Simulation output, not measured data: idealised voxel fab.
process module | voxel ribs on slabs
cross-section cut | 220 nm wide | cells 5 nm
A cross-section is a grid of square cells, given in bands from the top down. A band is one or more rows of cells.
Each band's line starts with the height of the band's top and of its bottom, in nm. Then come its materials from left to right, each with its width in nm. One material with "throughout" fills the band from edge to edge. "air" is empty space.
Height 0 is the level under which the wafer as received is all one material. The lowest band goes on downwards, as in "0 down".
A width such as "30 to 40" changes by the same amount from each row of cells to the next, from the band's top row to its bottom row.
"no change" after a step means that no cell of the cross-section changed.
closed voids: empty space of 8 cells or more with no open way to the top, each as width x height at its distance from the left edge, in nm
after a step's settings: what the simulator itself notes on the step
overlay nm, on a step with a mask: how far to the right of its planned place the mask lay; to the left if negative
plan
1 op RECEIVE | material Si
2 op DIRECTIONAL_DEP | material SiO2 | thk nm 30
3 op DIRECTIONAL_DEP | material SiN | thk nm 15
4 op MASKED_ETCH | tone cover | mask id RIB | width nm 15 | etch materials SiN | depth nm 10 | overlay nm -15
5 op PATTERN | tone cover | mask id SLAB | material resist | width nm 55 | thk nm 20 | overlay nm 0
6 op DIRECTIONAL_ETCH | etch materials SiN | depth nm 5
7 op STRIP | etch materials resist
8 op FILL_DEP | material SiO2 | thk nm 25
9 op CMP | height nm 60
10 op DIRECTIONAL_DEP | material TiN | thk nm 5
11 op DIRECTIONAL_DEP | material aC | thk nm 15
12 op PATTERN | tone cover | mask id HEATER | material resist | width nm 25 | thk nm 35 | overlay nm 0
13 op DIRECTIONAL_ETCH | etch materials aC | depth nm 15
14 op STRIP | etch materials resist
15 op DIRECTIONAL_ETCH | etch materials TiN | depth nm 5
16 op STRIP | etch materials aC
17 op CONFORMAL_DEP | material SiO2 | thk nm 5
varied across the wafers: overlay nm of step 4. The plan shows the first wafer's value. All wafers start alike
first wafer as received, after step 1
  0 down: Si throughout
  closed voids: none
each wafer at the end: cells of each material gained (+) or lost (-) since it was received, then its closed voids
overlay nm -15 | +17 SiN | +557 SiO2 | +5 TiN | closed voids: none
overlay nm -10 | +17 SiN | +557 SiO2 | +5 TiN | closed voids: none
overlay nm -5 | +17 SiN | +557 SiO2 | +5 TiN | closed voids: none
overlay nm 0 | +17 SiN | +557 SiO2 | +5 TiN | closed voids: none
overlay nm 5 | +17 SiN | +557 SiO2 | +5 TiN | closed voids: none
overlay nm 10 | +17 SiN | +557 SiO2 | +5 TiN | closed voids: none
overlay nm 15 | +17 SiN | +557 SiO2 | +5 TiN | closed voids: none
